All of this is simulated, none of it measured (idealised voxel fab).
The following process module bears the name voxel wiring stack.
In the cross-section labelled cut, the width is 205 nm and each square cell is 5 nm.
A cross-section is written here as square cells arranged in a grid, and it is given in bands from the top down, each band taking up one or more rows of cells.
Band entry format. Leading values: height of top, height of bottom, nm. Remainder: materials in left-to-right order, each with its width in nm. Special words: "full width" on a single material, which then fills the band edge to edge; "blank", empty space.
A quick word on heights: they are counted from 0, and under that level the wafer as it came to us is one material throughout. The lowest band is different from the rest in having no bottom; it simply continues downward, written as in "0 down".
You'd read "30->40" like this: the band's top row of cells is as wide as the first number, its bottom row is as wide as the second, and going down, every row changes width by the same amount as the row before did.
No cell of the cross-section changed in a step that is given as "nothing was modified".
"Sealed-off cavities": sealed empty spaces, 8 cells or more, no open way to top, listed width x height at distance, with distance from the left edge and width, height and distance in nm.
Read whatever lies past the settings on a step's line as the simulator's own remark about the step.
The optional step-line setting "overlay nm" applies to steps with a mask and quantifies how far to the right of its planned location the mask lay, a negative value indicating leftward placement.
**plan**
1. RECEIVE with material Si
2. CONFORMAL_DEP with material SiO2, thk nm 15
3. DIRECTIONAL_DEP with material TiN, thk nm 5
4. DIRECTIONAL_DEP with material W, thk nm 25
5. DIRECTIONAL_DEP with material aC, thk nm 15
6. PATTERN with tone cover, mask id METAL_1, material resist, width nm 20, pitch nm 40, thk nm 30, overlay nm 0
7. DIRECTIONAL_ETCH with etch materials aC, depth nm 15
8. STRIP with etch materials resist
9. DIRECTIONAL_ETCH with etch materials W, depth nm 25
10. DIRECTIONAL_ETCH with etch materials TiN, depth nm 5
11. STRIP with etch materials aC
12. CONFORMAL_DEP with material SiCN, thk nm 5
13. FILL_DEP with material SiO2, thk nm 5
14. CMP with height nm 45
15. CONFORMAL_DEP with material SiCN, thk nm 5
16. DIRECTIONAL_DEP with material lowk, thk nm 30
17. MASKED_ETCH with tone open, mask id METAL_2_HOLES, width nm 15, pitch nm 80, etch materials lowk, depth nm 30, overlay nm 0
18. PATTERN with tone open, mask id METAL_2, material resist, width nm 20, pitch nm 40, thk nm 20, overlay nm 0
19. DIRECTIONAL_ETCH with etch materials lowk, depth nm 15
20. DIRECTIONAL_ETCH with etch materials SiCN, depth nm 5
21. STRIP with etch materials resist
22. CONFORMAL_DEP with material TiN, thk nm 5
23. FILL_DEP with material Cu, thk nm 5
24. CMP with height nm 80
25. CONFORMAL_DEP with material SiCN, thk nm 5
26. DIRECTIONAL_DEP with material SiO2, thk nm 30
27. MASKED_ETCH with tone open, mask id METAL_3, width nm 20, pitch nm 40, etch materials SiO2, depth nm 15, overlay nm 0
28. MASKED_ETCH with tone open, mask id METAL_3_HOLES, width nm 15, pitch nm 80, etch materials SiO2, depth nm 15, overlay nm 0
29. MASKED_ETCH with tone open, mask id METAL_3_HOLES, width nm 15, pitch nm 80, etch materials SiCN, depth nm 5, overlay nm 0
30. CONFORMAL_DEP with material TiN, thk nm 5
31. FILL_DEP with material Ru, thk nm 5
32. CMP with height nm 115
33. CONFORMAL_DEP with material SiCN, thk nm 5
34. DIRECTIONAL_DEP with material SiO2, thk nm 25
35. MASKED_ETCH with tone open, mask id METAL_4, width nm 20, pitch nm 40, etch materials SiO2, depth nm 15, overlay nm 0
36. PATTERN with tone open, mask id METAL_4_HOLES, material resist, width nm 15, pitch nm 80, thk nm 20, overlay nm 0
37. DIRECTIONAL_ETCH with etch materials SiO2, depth nm 10
38. DIRECTIONAL_ETCH with etch materials SiCN, depth nm 5
39. STRIP with etch materials resist
40. CONFORMAL_DEP with material TiN, thk nm 5
41. FILL_DEP with material Ru, thk nm 10
42. CMP with height nm 145
43. CONFORMAL_DEP with material SiN, thk nm 5
**Wafer as received: cross-section following step 1**
* 0 down  Si full width
* Sealed-off cavities: none
**Cross-section, end of module. Start: as above. Plan: as above. Execution: one mistake**
* 150 to 145  SiN full width
* 145 to 135  30 nm SiO2, 5 nm TiN, 10 nm Ru, 5 nm TiN, 20 nm SiO2, 5 nm TiN, 10 nm Ru, 5 nm TiN, 20 nm SiO2, 5 nm TiN, 10 nm Ru, 5 nm TiN, 20 nm SiO2, 5 nm TiN, 10 nm Ru, 5 nm TiN, 35 nm SiO2
* 135 to 130  30 nm SiO2, 5 nm TiN, 5 nm Ru, 10 nm TiN, 20 nm SiO2, 20 nm TiN, 20 nm SiO2, 5 nm TiN, 5 nm Ru, 10 nm TiN, 20 nm SiO2, 20 nm TiN, 35 nm SiO2
* 130 to 120  30 nm SiO2, 5 nm TiN, 5 nm Ru, 5 nm TiN, 65 nm SiO2, 5 nm TiN, 5 nm Ru, 5 nm TiN, 80 nm SiO2
* 120 to 115  30 nm SiCN, 15 nm TiN, 65 nm SiCN, 15 nm TiN, 80 nm SiCN
* 115 to 105  30 nm SiO2, 5 nm TiN, 10 nm Ru, 5 nm TiN, 20 nm SiO2, 5 nm TiN, 10 nm Ru, 5 nm TiN, 20 nm SiO2, 5 nm TiN, 10 nm Ru, 5 nm TiN, 20 nm SiO2, 5 nm TiN, 10 nm Ru, 5 nm TiN, 35 nm SiO2
* 105 to 100  30 nm SiO2, 5 nm TiN, 10 nm Ru, 5 nm TiN, 20 nm SiO2, 20 nm TiN, 20 nm SiO2, 5 nm TiN, 10 nm Ru, 5 nm TiN, 20 nm SiO2, 20 nm TiN, 35 nm SiO2
* 100 to 90  30 nm SiO2, 5 nm TiN, 10 nm Ru, 5 nm TiN, 60 nm SiO2, 5 nm TiN, 10 nm Ru, 5 nm TiN, 75 nm SiO2
* 90 to 85  30 nm SiO2, 5 nm TiN, 5 nm Ru, 10 nm TiN, 60 nm SiO2, 5 nm TiN, 5 nm Ru, 10 nm TiN, 75 nm SiO2
* 85 to 80  30 nm SiCN, 15 nm TiN, 65 nm SiCN, 15 nm TiN, 80 nm SiCN
* 80 to 70  30 nm lowk, 5 nm TiN, 10 nm Cu, 5 nm TiN, 20 nm lowk, 5 nm TiN, 10 nm Cu, 5 nm TiN, 20 nm lowk, 5 nm TiN, 10 nm Cu, 5 nm TiN, 20 nm lowk, 5 nm TiN, 10 nm Cu, 5 nm TiN, 35 nm lowk
* 70 to 65  30 nm lowk, 5 nm TiN, 5 nm Cu, 10 nm TiN, 20 nm lowk, 20 nm TiN, 20 nm lowk, 5 nm TiN, 5 nm Cu, 10 nm TiN, 20 nm lowk, 20 nm TiN, 35 nm lowk
* 65 to 50  30 nm lowk, 5 nm TiN, 5 nm Cu, 5 nm TiN, 65 nm lowk, 5 nm TiN, 5 nm Cu, 5 nm TiN, 80 nm lowk
* 50 to 45  30 nm SiCN, 15 nm TiN, 65 nm SiCN, 15 nm TiN, 80 nm SiCN
* 45 to 20  25 nm SiO2, 5 nm SiCN, 20 nm W, 5 nm SiCN, 10 nm SiO2, 5 nm SiCN, 20 nm W, 5 nm SiCN, 10 nm SiO2, 5 nm SiCN, 20 nm W, 5 nm SiCN, 10 nm SiO2, 5 nm SiCN, 20 nm W, 5 nm SiCN, 30 nm SiO2
* 20 to 15  30 nm SiCN, 20 nm TiN, 20 nm SiCN, 20 nm TiN, 20 nm SiCN, 20 nm TiN, 20 nm SiCN, 20 nm TiN, 35 nm SiCN
* 15 to 0  SiO2 full width
* 0 down  Si full width
* Sealed-off cavities: none
What broke from the plan during processing? step 28: run off-plan, actual operation and settings MASKED_ETCH with tone open, mask id METAL_3_HOLES, width nm 20, pitch nm 80, etch materials SiO2, depth nm 15, overlay nm 0
